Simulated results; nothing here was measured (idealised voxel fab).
Module name: voxel self aligned vias (process module)
Square cells of 5 nm make up the cross-section cut, whose width is 155 nm.
In this document a cross-section is written as a grid of square cells. It is given as a series of bands, listed from the top down, and a band is one or more rows of cells.
Read a band's entry like this: the first values are the height of its top and the height of its bottom in nm, and what follows is the sequence of materials from left to right, each with its width in nm. Note that "air" is empty space, and that a single material marked "full width" reaches across the band from edge to edge.
The level at which height equals 0 is the one under which the wafer, as it arrives, is entirely one material. No lower edge exists for the bottom band, which continues downward and is notated as in "0..down".
Read "30..40" as a graded width: first number on top, second number at the bottom, same change between each pair of neighbouring rows.
"no modifications" -> step changed no cross-section cell.
Any empty space of 8 cells or more lacking an open way to the top shows up in "Sealed internal cavities" as width x height at distance, distance from the left edge, in nm.
On each step's line, the part that comes after the settings is the simulator's own comment on the step.
For masked steps, "overlay nm" on the step line gives how far right of plan the mask actually lay; a minus sign means it lay to the left.

List of planned process steps
1: RECEIVE [material Si]
2: CONFORMAL_DEP [material SiO2] [thk nm 15]
3: CONFORMAL_DEP [material SiCN] [thk nm 5]
4: DIRECTIONAL_DEP [material lowk] [thk nm 30]
5: MASKED_ETCH [tone open] [mask id LINES] [width nm 30] [pitch nm 60] [etch materials lowk] [depth nm 30] [overlay nm 0]
6: CONFORMAL_DEP [material TiN] [thk nm 5]
7: FILL_DEP [material W] [thk nm 5]
8: CMP [height nm 50]
9: SELECTIVE_ETCH [etch materials W Ru TiN] [depth nm 5]
10: FILL_DEP [material SiN] [thk nm 10]
11: CMP [height nm 50]
12: DIRECTIONAL_DEP [material lowk] [thk nm 20]
13: DIRECTIONAL_DEP [material aC] [thk nm 10]
14: PATTERN [tone open] [mask id VIAS] [material resist] [width nm 40] [pitch nm 60] [thk nm 25] [overlay nm 0]
15: DIRECTIONAL_ETCH [etch materials aC] [depth nm 10]
16: STRIP [etch materials resist]
17: DIRECTIONAL_ETCH [etch materials lowk] [depth nm 20]
18: DIRECTIONAL_ETCH [etch materials SiN] [depth nm 5]
19: STRIP [etch materials aC]
20: CONFORMAL_DEP [material TiN] [thk nm 5]
21: FILL_DEP [material Ru] [thk nm 5]
22: CMP [height nm 70]
23: CONFORMAL_DEP [material SiN] [thk nm 5]

Shown in cross-section is the wafer as received, that is, as it stands after step 1
- 0..down: Si full width
- Sealed internal cavities: none

Look at the cross-section after the module: the wafer started out the way shown above and the plan was the one shown above, yet one mistake was made along the way
- 75..70: SiN full width
- 70..55: 30 nm lowk; 5 nm TiN; 30 nm Ru; 5 nm TiN; 20 nm lowk; 5 nm TiN; 30 nm Ru; 5 nm TiN; 25 nm lowk
- 55..50: 30 nm lowk; 5 nm TiN; 20 nm Ru; 15 nm TiN; 20 nm lowk; 5 nm TiN; 20 nm Ru; 15 nm TiN; 25 nm lowk
- 50..45: 30 nm lowk; 30 nm TiN; 30 nm lowk; 30 nm TiN; 35 nm lowk
- 45..25: 30 nm lowk; 5 nm TiN; 20 nm W; 5 nm TiN; 30 nm lowk; 5 nm TiN; 20 nm W; 5 nm TiN; 35 nm lowk
- 25..20: 30 nm lowk; 30 nm TiN; 30 nm lowk; 30 nm TiN; 35 nm lowk
- 20..15: SiCN full width
- 15..0: SiO2 full width
- 0..down: Si full width
- Sealed internal cavities: none
Deviation noted in wafer processing: step 14 ran differently from the plan; actual operation with settings: PATTERN [tone open] [mask id VIAS] [material resist] [width nm 40] [pitch nm 60] [thk nm 25] [overlay nm 5]
